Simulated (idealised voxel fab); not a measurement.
The process module presented herein is designated voxel tone inversion.
Pictured: cross-section cut, 225 nm wide, on a grid of 5 nm square cells.
A cross-section in this document is a grid of square cells, and it is written down as bands, the top band listed before the ones below it; a band is made up of one or more rows of cells.
Heights first: top, then bottom, in nm. Then materials, left to right, each with a width in nm. "throughout" on a single material: fills the band edge to edge. "air": empty space.
Heights from 0 (as-received wafer is one material below). Bottom band endless downward, as "0 and below".
A width given as "30..40" starts at the first number in the band's top row and ends at the second number in its bottom row, shifting by an equal amount at every step from row to row.
The designation "nothing different", where it is given for a processing step, indicates that no cell of the cross-section was altered in the course of that step.
"Closed internal voids" - sealed voids, min. 8 cells, no opening to top; format: width x height at distance (distance from left edge; nm throughout).
What comes after the settings on a step's line is commentary from the simulator itself on that step.
On any step carrying a mask, the "overlay nm" setting, if present on the step's line, tells how far right of its planned place the mask lay; negative values point to the left.
Planned process steps:
- 1: RECEIVE: material Si
- 2: CONFORMAL_DEP: material SiCN, thk nm 5
- 3: DIRECTIONAL_DEP: material polySi, thk nm 15
- 4: PATTERN: tone cover, mask id POSTS, material resist, width nm 25, pitch nm 50, thk nm 20, overlay nm -10
- 5: DIRECTIONAL_ETCH: etch materials polySi, depth nm 15
- 6: STRIP: etch materials resist
- 7: FILL_DEP: material lowk, thk nm 10
- 8: CMP: height nm 20
- 9: STRIP: etch materials polySi
Keep in mind the plan's value for the overlay nm of step 4 comes from the first wafer; the wafers don't share that setting, but they do share the same starting point.
As-received state after step 1, first of several wafers, cross-section:
* 0 and below: Si throughout
* Closed internal voids: none
Row per wafer, end-of-module: cell gain (+)/loss (-) by material since the wafer came in, then closed voids:
overlay nm -10, +45 SiCN, +75 lowk, Closed internal voids: none
overlay nm -5, +45 SiCN, +75 lowk, Closed internal voids: none
overlay nm 0, +45 SiCN, +75 lowk, Closed internal voids: none
overlay nm 5, +45 SiCN, +75 lowk, Closed internal voids: none
overlay nm 10, +45 SiCN, +75 lowk, Closed internal voids: none
